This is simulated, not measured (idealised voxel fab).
You're looking at the process module voxel self aligned vias.
Displayed cross-section: cut, width of 275 nm, square cells sized 5 nm.
A cross-section is a grid of square cells, given in bands from the top down. A band is one or more rows of cells. Heights first: top, then bottom, in nm. Then materials, left to right, each with a width in nm. "throughout" on a single material: fills the band edge to edge. "empty": empty space. Heights are measured from 0, the level below which the as-received wafer is all one material; the lowest band has no bottom and continues downward, written as in "0..down". Note: "30 to 40" means the width goes from the first number (top row of the band) to the second number (bottom row) in equal steps per row of cells. You'll sometimes find "no modification" written for a step, and that's the way of saying that nowhere in the cross-section did a cell change during that step. Closed empty spaces (no open way to the top) of 8 cells or more are what "Closed void table" lists, each as width x height at distance from the left edge, nm for all three. The remark found on a step's line after its settings is issued by the simulator itself and pertains to that step. Among the settings permitted on a step's line is "overlay nm"; applied to a step with a mask, it specifies the extent to which the mask lay to the right of its planned position, whereas a negative figure signifies a position to the left.
[Process steps - plan]
| 1 | RECEIVE [material Si] |
| 2 | CONFORMAL_DEP [material SiO2] [thk nm 15] |
| 3 | CONFORMAL_DEP [material SiCN] [thk nm 5] |
| 4 | DIRECTIONAL_DEP [material lowk] [thk nm 20] |
| 5 | PATTERN [tone open] [mask id LINES] [material resist] [width nm 25] [pitch nm 60] [thk nm 15] [overlay nm -15] |
| 6 | DIRECTIONAL_ETCH [etch materials lowk] [depth nm 20] |
| 7 | STRIP [etch materials resist] |
| 8 | CONFORMAL_DEP [material TiN] [thk nm 5] |
| 9 | FILL_DEP [material Ru] [thk nm 5] |
| 10 | CMP [height nm 40] |
| 11 | SELECTIVE_ETCH [etch materials W Ru TiN] [depth nm 10] |
| 12 | FILL_DEP [material SiN] [thk nm 5] |
| 13 | CMP [height nm 40] |
| 14 | DIRECTIONAL_DEP [material lowk] [thk nm 15] |
| 15 | PATTERN [tone open] [mask id VIAS] [material resist] [width nm 35] [pitch nm 60] [thk nm 15] [overlay nm 0] |
| 16 | DIRECTIONAL_ETCH [etch materials lowk] [depth nm 15] |
| 17 | DIRECTIONAL_ETCH [etch materials SiN] [depth nm 10] |
| 18 | STRIP [etch materials resist] |
| 19 | CONFORMAL_DEP [material TiN] [thk nm 5] |
| 20 | FILL_DEP [material Cu] [thk nm 10] |
| 21 | CMP [height nm 55] |
| 22 | CONFORMAL_DEP [material SiCN] [thk nm 5] |
What sets these wafers apart? The overlay nm at step 5. They all start alike, and the plan carries the first wafer's value.
[Received wafers, first of several: cross-section after step 1]
0..down = Si throughout
Closed void table: none
[First of several wafers, sectioned at end of module (last step: step 22)]
60..55 = SiCN throughout
55..45 = 90 lowk  5 TiN  25 Cu  5 TiN  25 lowk  5 TiN  25 Cu  5 TiN  90 lowk
45..40 = 90 lowk  5 TiN  5 Cu  25 TiN  25 lowk  5 TiN  5 Cu  25 TiN  90 lowk
40..35 = 80 lowk  10 SiN  5 TiN  5 Cu  5 TiN  35 lowk  10 SiN  5 TiN  5 Cu  5 TiN  110 lowk
35..30 = 80 lowk  10 SiN  15 TiN  35 lowk  10 SiN  15 TiN  110 lowk
30..25 = 80 lowk  5 TiN  15 Ru  5 TiN  35 lowk  5 TiN  15 Ru  5 TiN  110 lowk
25..20 = 80 lowk  25 TiN  35 lowk  25 TiN  110 lowk
20..15 = SiCN throughout
15..0 = SiO2 throughout
0..down = Si throughout
Closed void table: none
[The last wafer as seen in cross-section at the end of the module]
60..55 = SiCN throughout
55..45 = 90 lowk  5 TiN  25 Cu  5 TiN  25 lowk  5 TiN  25 Cu  5 TiN  90 lowk
45..40 = 90 lowk  25 TiN  5 Cu  5 TiN  25 lowk  25 TiN  5 Cu  5 TiN  90 lowk
40..35 = 110 lowk  5 TiN  5 Cu  5 TiN  10 SiN  35 lowk  5 TiN  5 Cu  5 TiN  10 SiN  80 lowk
35..30 = 110 lowk  15 TiN  10 SiN  35 lowk  15 TiN  10 SiN  80 lowk
30..25 = 110 lowk  5 TiN  15 Ru  5 TiN  35 lowk  5 TiN  15 Ru  5 TiN  80 lowk
25..20 = 110 lowk  25 TiN  35 lowk  25 TiN  80 lowk
20..15 = SiCN throughout
15..0 = SiO2 throughout
0..down = Si throughout
Closed void table: none
[Note: the following table is arranged by wafer, a row apiece. Each row reports the end-of-module state: per material, cells gained (+) or cells lost (-) compared with the wafer as received; closed voids follow]
overlay nm -15, +24 Cu, +6 Ru, +110 SiCN, +8 SiN, +165 SiO2, +44 TiN, +303 lowk, Closed void table: none
overlay nm -10, +28 Cu, +6 Ru, +110 SiCN, +4 SiN, +165 SiO2, +44 TiN, +303 lowk, Closed void table: none
overlay nm -5, +32 Cu, +6 Ru, +110 SiCN, +165 SiO2, +44 TiN, +303 lowk, Closed void table: none
overlay nm 0, +32 Cu, +6 Ru, +110 SiCN, +165 SiO2, +44 TiN, +303 lowk, Closed void table: none
overlay nm 5, +32 Cu, +6 Ru, +110 SiCN, +165 SiO2, +44 TiN, +303 lowk, Closed void table: none
overlay nm 10, +28 Cu, +6 Ru, +110 SiCN, +4 SiN, +165 SiO2, +44 TiN, +303 lowk, Closed void table: none
overlay nm 15, +24 Cu, +6 Ru, +110 SiCN, +8 SiN, +165 SiO2, +44 TiN, +303 lowk, Closed void table: none
